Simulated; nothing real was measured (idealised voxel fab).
process module | voxel fin reveal
cross-section cut | 285 nm wide | cells 5 nm
A cross-section is a grid of square cells, given in bands from the top down. A band is one or more rows of cells.
Each band's line starts with the height of the band's top and of its bottom, in nm. Then come its materials from left to right, each with its width in nm. One material with "throughout" fills the band from edge to edge. "air" is empty space.
Height 0 is the level under which the wafer as received is all one material. The lowest band goes on downwards, as in "0 down".
A width such as "30 to 40" changes by the same amount from each row of cells to the next, from the band's top row to its bottom row.
"no change" after a step means that no cell of the cross-section changed.
closed voids: empty space of 8 cells or more with no open way to the top, each as width x height at its distance from the left edge, in nm
after a step's settings: what the simulator itself notes on the step
overlay nm, on a step with a mask: how far to the right of its planned place the mask lay; to the left if negative
plan
1 op RECEIVE | material Si
2 op CONFORMAL_DEP | material SiN | thk nm 10
3 op MASKED_ETCH | tone cover | mask id FINS | width nm 15 | pitch nm 35 | etch materials SiN | depth nm 10 | overlay nm -15
4 op MASKED_ETCH | tone cover | mask id FINS | width nm 15 | pitch nm 35 | etch materials Si | depth nm 30 | overlay nm 0
5 op OXIDIZE | depth nm 5
6 op FILL_DEP | material SiO2 | thk nm 15
7 op CMP | height nm 10
8 op SELECTIVE_ETCH | etch materials SiO2 | depth nm 30
9 op STRIP | etch materials SiN
varied across the wafers: overlay nm of step 3. The plan shows the first wafer's value. All wafers start alike
first wafer as received, after step 1
  0 down: Si throughout
  closed voids: none
first wafer at the end, after step 9
  0 to -5: air 105 | Si 5 | air 30 | Si 5 | air 140
  -5 to -20: air 105 | Si 20 | air 15 | Si 20 | air 125
  -20 to -35: SiO2 105 | Si 20 | SiO2 15 | Si 20 | SiO2 125
  -35 down: Si throughout
  closed voids: none
last wafer at the end
  0 to -5: air 135 | Si 5 | air 30 | Si 5 | air 110
  -5 to -20: air 120 | Si 20 | air 15 | Si 20 | air 110
  -20 to -35: SiO2 120 | Si 20 | SiO2 15 | Si 20 | SiO2 110
  -35 down: Si throughout
  closed voids: none
each wafer at the end: cells of each material gained (+) or lost (-) since it was received, then its closed voids
overlay nm -15 | -349 Si | +147 SiO2 | closed voids: none
overlay nm -10 | -361 Si | +153 SiO2 | closed voids: none
overlay nm -5 | -373 Si | +159 SiO2 | closed voids: none
overlay nm 0 | -385 Si | +165 SiO2 | closed voids: none
overlay nm 5 | -373 Si | +159 SiO2 | closed voids: none
overlay nm 10 | -361 Si | +153 SiO2 | closed voids: none
overlay nm 15 | -349 Si | +147 SiO2 | closed voids: none
